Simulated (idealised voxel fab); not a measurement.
process module | voxel self aligned vias
cross-section cut | 205 nm wide | cells 5 nm
A cross-section is a grid of square cells, given in bands from the top down. A band is one or more rows of cells.
Each band's line starts with the height of the band's top and of its bottom, in nm. Then come its materials from left to right, each with its width in nm. One material with "throughout" fills the band from edge to edge. "air" is empty space.
Height 0 is the level under which the wafer as received is all one material. The lowest band goes on downwards, as in "0 down".
A width such as "30 to 40" changes by the same amount from each row of cells to the next, from the band's top row to its bottom row.
"no change" after a step means that no cell of the cross-section changed.
closed voids: empty space of 8 cells or more with no open way to the top, each as width x height at its distance from the left edge, in nm
after a step's settings: what the simulator itself notes on the step
overlay nm, on a step with a mask: how far to the right of its planned place the mask lay; to the left if negative
plan
1 op RECEIVE | material Si
2 op CONFORMAL_DEP | material SiO2 | thk nm 10
3 op CONFORMAL_DEP | material SiCN | thk nm 5
4 op DIRECTIONAL_DEP | material lowk | thk nm 30
5 op MASKED_ETCH | tone open | mask id LINES | width nm 20 | pitch nm 50 | etch materials lowk | depth nm 30 | overlay nm 0
6 op CONFORMAL_DEP | material TiN | thk nm 5
7 op FILL_DEP | material W | thk nm 10
8 op CMP | height nm 45
9 op SELECTIVE_ETCH | etch materials W Ru TiN | depth nm 5
10 op FILL_DEP | material SiN | thk nm 10
11 op CMP | height nm 45
12 op DIRECTIONAL_DEP | material lowk | thk nm 20
13 op MASKED_ETCH | tone open | mask id VIAS | width nm 30 | pitch nm 50 | etch materials lowk | depth nm 20 | overlay nm 0
14 op MASKED_ETCH | tone open | mask id VIAS | width nm 30 | pitch nm 50 | etch materials SiN | depth nm 5 | overlay nm 0
15 op CONFORMAL_DEP | material TiN | thk nm 5
16 op FILL_DEP | material Cu | thk nm 10
17 op CMP | height nm 65
18 op CONFORMAL_DEP | material SiN | thk nm 5
first wafer, as planned
as received, after step 1
  0 down: Si throughout
  closed voids: none
after step 2
  10 to 0: SiO2 throughout
  below 0: unchanged
after step 3
  15 to 10: SiCN throughout
  below 10: unchanged
after step 4
  45 to 15: lowk throughout
  below 15: unchanged
after step 5
  45 to 15: lowk 65 | air 20 | lowk 30 | air 20 | lowk 70
  below 15: unchanged
after step 6
  50 to 45: TiN 70 | air 10 | TiN 40 | air 10 | TiN 75
  45 to 20: lowk 65 | TiN 5 | air 10 | TiN 5 | lowk 30 | TiN 5 | air 10 | TiN 5 | lowk 70
  20 to 15: lowk 65 | TiN 20 | lowk 30 | TiN 20 | lowk 70
  below 15: unchanged
after step 7
  60 to 50: W throughout
  50 to 45: TiN 70 | W 10 | TiN 40 | W 10 | TiN 75
  45 to 20: lowk 65 | TiN 5 | W 10 | TiN 5 | lowk 30 | TiN 5 | W 10 | TiN 5 | lowk 70
  below 20: unchanged
after step 8
  45 to 20: lowk 65 | TiN 5 | W 10 | TiN 5 | lowk 30 | TiN 5 | W 10 | TiN 5 | lowk 70
  below 20: unchanged
after step 9
  45 to 40: lowk 65 | air 20 | lowk 30 | air 20 | lowk 70
  below 40: unchanged
after step 10
  55 to 45: SiN throughout
  45 to 40: lowk 65 | SiN 20 | lowk 30 | SiN 20 | lowk 70
  below 40: unchanged
after step 11
  45 to 40: lowk 65 | SiN 20 | lowk 30 | SiN 20 | lowk 70
  below 40: unchanged
after step 12
  65 to 45: lowk throughout
  below 45: unchanged
after step 13
  65 to 45: lowk 60 | air 30 | lowk 20 | air 30 | lowk 65
  below 45: unchanged
after step 14
  65 to 45: lowk 60 | air 30 | lowk 20 | air 30 | lowk 65
  45 to 40: lowk 65 | air 20 | lowk 30 | air 20 | lowk 70
  below 40: unchanged
after step 15
  70 to 65: TiN 65 | air 20 | TiN 30 | air 20 | TiN 70
  65 to 50: lowk 60 | TiN 5 | air 20 | TiN 5 | lowk 20 | TiN 5 | air 20 | TiN 5 | lowk 65
  50 to 45: lowk 60 | TiN 10 | air 10 | TiN 10 | lowk 20 | TiN 10 | air 10 | TiN 10 | lowk 65
  45 to 40: lowk 65 | TiN 20 | lowk 30 | TiN 20 | lowk 70
  below 40: unchanged
after step 16
  80 to 70: Cu throughout
  70 to 65: TiN 65 | Cu 20 | TiN 30 | Cu 20 | TiN 70
  65 to 50: lowk 60 | TiN 5 | Cu 20 | TiN 5 | lowk 20 | TiN 5 | Cu 20 | TiN 5 | lowk 65
  50 to 45: lowk 60 | TiN 10 | Cu 10 | TiN 10 | lowk 20 | TiN 10 | Cu 10 | TiN 10 | lowk 65
  below 45: unchanged
after step 17
  65 to 50: lowk 60 | TiN 5 | Cu 20 | TiN 5 | lowk 20 | TiN 5 | Cu 20 | TiN 5 | lowk 65
  below 50: unchanged
after step 18
  70 to 65: SiN throughout
  below 65: unchanged
second wafer: like start, like plan, one mistake. Through step 12 it matches the first wafer
when step 13 should have ended
  65 to 45: lowk 65 | air 20 | lowk 30 | air 20 | lowk 70
  below 45: unchanged
when step 14 should have ended
  65 to 40: lowk 65 | air 20 | lowk 30 | air 20 | lowk 70
  below 40: unchanged
when step 15 should have ended
  70 to 65: TiN 70 | air 10 | TiN 40 | air 10 | TiN 75
  65 to 45: lowk 65 | TiN 5 | air 10 | TiN 5 | lowk 30 | TiN 5 | air 10 | TiN 5 | lowk 70
  45 to 40: lowk 65 | TiN 20 | lowk 30 | TiN 20 | lowk 70
  below 40: unchanged
when step 16 should have ended
  80 to 70: Cu throughout
  70 to 65: TiN 70 | Cu 10 | TiN 40 | Cu 10 | TiN 75
  65 to 45: lowk 65 | TiN 5 | Cu 10 | TiN 5 | lowk 30 | TiN 5 | Cu 10 | TiN 5 | lowk 70
  below 45: unchanged
when step 17 should have ended
  65 to 45: lowk 65 | TiN 5 | Cu 10 | TiN 5 | lowk 30 | TiN 5 | Cu 10 | TiN 5 | lowk 70
  below 45: unchanged
when step 18 should have ended
  70 to 65: SiN throughout
  below 65: unchanged
what went wrong: step 13 ran as: op MASKED_ETCH | tone open | mask id VIAS | width nm 20 | pitch nm 50 | etch materials lowk | depth nm 20 | overlay nm 0
at the end the second wafer has, in cells: 12 fewer of Cu | 4 fewer of TiN | 16 more of lowk
